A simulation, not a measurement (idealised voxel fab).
Title: Process Module voxel double patterning
Cross-section cut: width 255 nm, square cells of 5 nm.
If you're reading a cross-section in this doc, picture square cells in a grid; it comes to you as bands, top ones listed first down to the bottom, and a band can be one or more rows of cells. Quick guide to a band line: top height, bottom height (nm) up front; then every material left to right with its width in nm. Only one material and it's marked "everywhere"? Then it fills the band edge to edge. And "blank" just means empty space. Height 0 is the level under which the wafer as received is all one material. The lowest band goes on downwards, as in "0 and below". Read "30 to 40" as a graded width: first number on top, second number at the bottom, same change between each pair of neighbouring rows. Any step labelled "nothing altered" changed none of the cells in the cross-section. This entry, "Enclosed cavities", enumerates those empty regions of no fewer than 8 cells that possess no open connection to the top. Each region is reported in the form width x height at distance, the distance being taken from the left edge, with all three quantities expressed in nm. That trailing text on a step's line, after the settings, is the simulator's own remark on the step. "overlay nm" on a masked step: distance the mask lay right of its planned place, negative for left.

Set out below are the planned steps of the process
step 1: RECEIVE with material Si
step 2: CONFORMAL_DEP with material SiN, thk nm 5
step 3: DIRECTIONAL_DEP with material SiO2, thk nm 10
step 4: DIRECTIONAL_DEP with material SiCN, thk nm 10
step 5: MASKED_ETCH with tone open, mask id FIRST, width nm 15, pitch nm 50, etch materials SiCN, depth nm 10, overlay nm 0
step 6: DIRECTIONAL_DEP with material aC, thk nm 10
step 7: PATTERN with tone open, mask id SECOND, material resist, width nm 15, pitch nm 50, thk nm 25, overlay nm 0
step 8: DIRECTIONAL_ETCH with etch materials aC, depth nm 10
step 9: STRIP with etch materials resist
step 10: DIRECTIONAL_ETCH with etch materials SiCN, depth nm 10
step 11: STRIP with etch materials aC
step 12: DIRECTIONAL_ETCH with etch materials SiO2, depth nm 10
step 13: STRIP with etch materials SiCN

As received, after step 1
* 0 and below: Si everywhere
* Enclosed cavities: none

The first of the two wafers as seen in cross-section once the module was finished; processing followed the plan
* 15 down to 5: SiO2 70 | blank 15 | SiO2 10 | blank 15 | SiO2 10 | blank 15 | SiO2 10 | blank 15 | SiO2 10 | blank 15 | SiO2 70
* 5 down to 0: SiN everywhere
* 0 and below: Si everywhere
* Enclosed cavities: none

Presented here is a cross-section of the second of the two wafers as it stood at the end of the module. It was started in the same manner and assigned the same plan as the first wafer; however, one mistake was made in its execution
* 15 down to 5: blank 70 | SiO2 15 | blank 35 | SiO2 15 | blank 35 | SiO2 15 | blank 70
* 5 down to 0: SiN everywhere
* 0 and below: Si everywhere
* Enclosed cavities: none
Run error: rather than as planned, step 5 actually ran as MASKED_ETCH with tone cover, mask id FIRST, width nm 15, pitch nm 50, etch materials SiCN, depth nm 10, overlay nm 0
It is noted that, at the conclusion of processing, the second wafer exhibits a higher or lower cell count for certain materials relative to the first: 54 fewer of SiO2
